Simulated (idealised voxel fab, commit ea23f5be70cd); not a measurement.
The document below concerns the process module designated voxel self aligned contacts.
The cross-section on display is named cut; it measures 225 nm wide, and its cells are 5 nm squares.
This document writes a cross-section as a grid whose cells are square, and gives it as bands, listed from the top down; one or more rows of cells form a band.
Per band: top height and bottom height in nm, followed by the left-to-right materials and their widths in nm; "full width" marks a single material spanning edge to edge, "blank" marks empty space.
The reference from which all heights are counted is 0, the level beneath which the as-received wafer is entirely one material; the lowest band, having no lower bound, proceeds downward and is written after the example "0 down".
Width spec "30..40" -> top row of cells at first value, bottom row at second value, equal per-row change in between.
Step marked "no change"? Then no cell in the cross-section changed in it.
Basically, "Voids, fully enclosed" tells you about the enclosed voids: empty spaces with no open way to the top, 8 cells or bigger, each written width x height at distance, where distance is from the left edge, all in nm.
Anything after a step's settings on that line? It's the simulator's own note about the step.
"overlay nm" on a masked step: distance the mask lay right of its planned place, negative for left.
[Listed below are the process steps as planned]
1 RECEIVE [material Si]
2 CONFORMAL_DEP [material SiO2] [thk nm 5]
3 DIRECTIONAL_DEP [material polySi] [thk nm 30]
4 DIRECTIONAL_DEP [material SiN] [thk nm 15]
5 DIRECTIONAL_DEP [material aC] [thk nm 15]
6 PATTERN [tone cover] [mask id GATE] [material resist] [width nm 30] [pitch nm 65] [thk nm 35] [overlay nm 0]
7 DIRECTIONAL_ETCH [etch materials aC] [depth nm 15]
8 STRIP [etch materials resist]
9 DIRECTIONAL_ETCH [etch materials SiN] [depth nm 15]
10 DIRECTIONAL_ETCH [etch materials polySi] [depth nm 30]
11 STRIP [etch materials aC]
12 CONFORMAL_DEP [material SiN] [thk nm 5]
13 DIRECTIONAL_ETCH [etch materials SiN] [depth nm 5]
14 FILL_DEP [material SiO2] [thk nm 15]
15 CMP [height nm 55]
16 MASKED_ETCH [tone open] [mask id CONTACT] [width nm 45] [etch materials SiO2] [depth nm 55] [overlay nm 0]
17 CONFORMAL_DEP [material TiN] [thk nm 5]
18 FILL_DEP [material W] [thk nm 5]
19 CMP [height nm 55]
20 CONFORMAL_DEP [material SiN] [thk nm 5]
[As-received wafer cross-section (after step 1)]
	0 down = Si full width
	Voids, fully enclosed: none
[This is how the wafer looks in cross-section once the module is done, given the starting state and plan above and one mistake in carrying the plan out]
	60 to 55 = SiN full width
	55 to 50 = 90 nm SiO2 / 15 nm TiN / 15 nm W / 15 nm TiN / 90 nm SiO2
	50 to 35 = 60 nm SiO2 / 40 nm SiN / 5 nm TiN / 15 nm W / 5 nm TiN / 40 nm SiN / 60 nm SiO2
	35 to 15 = 60 nm SiO2 / 5 nm SiN / 30 nm polySi / 5 nm SiN / 5 nm TiN / 15 nm W / 5 nm TiN / 5 nm SiN / 30 nm polySi / 5 nm SiN / 60 nm SiO2
	15 to 10 = 60 nm SiO2 / 5 nm SiN / 30 nm polySi / 5 nm SiN / 25 nm TiN / 5 nm SiN / 30 nm polySi / 5 nm SiN / 60 nm SiO2
	10 to 5 = 65 nm SiN / 30 nm polySi / 35 nm SiN / 30 nm polySi / 65 nm SiN
	5 to 0 = SiO2 full width
	0 down = Si full width
	Voids, fully enclosed: none
Against the plan, the run slipped here: steps 12 and 13 swapped
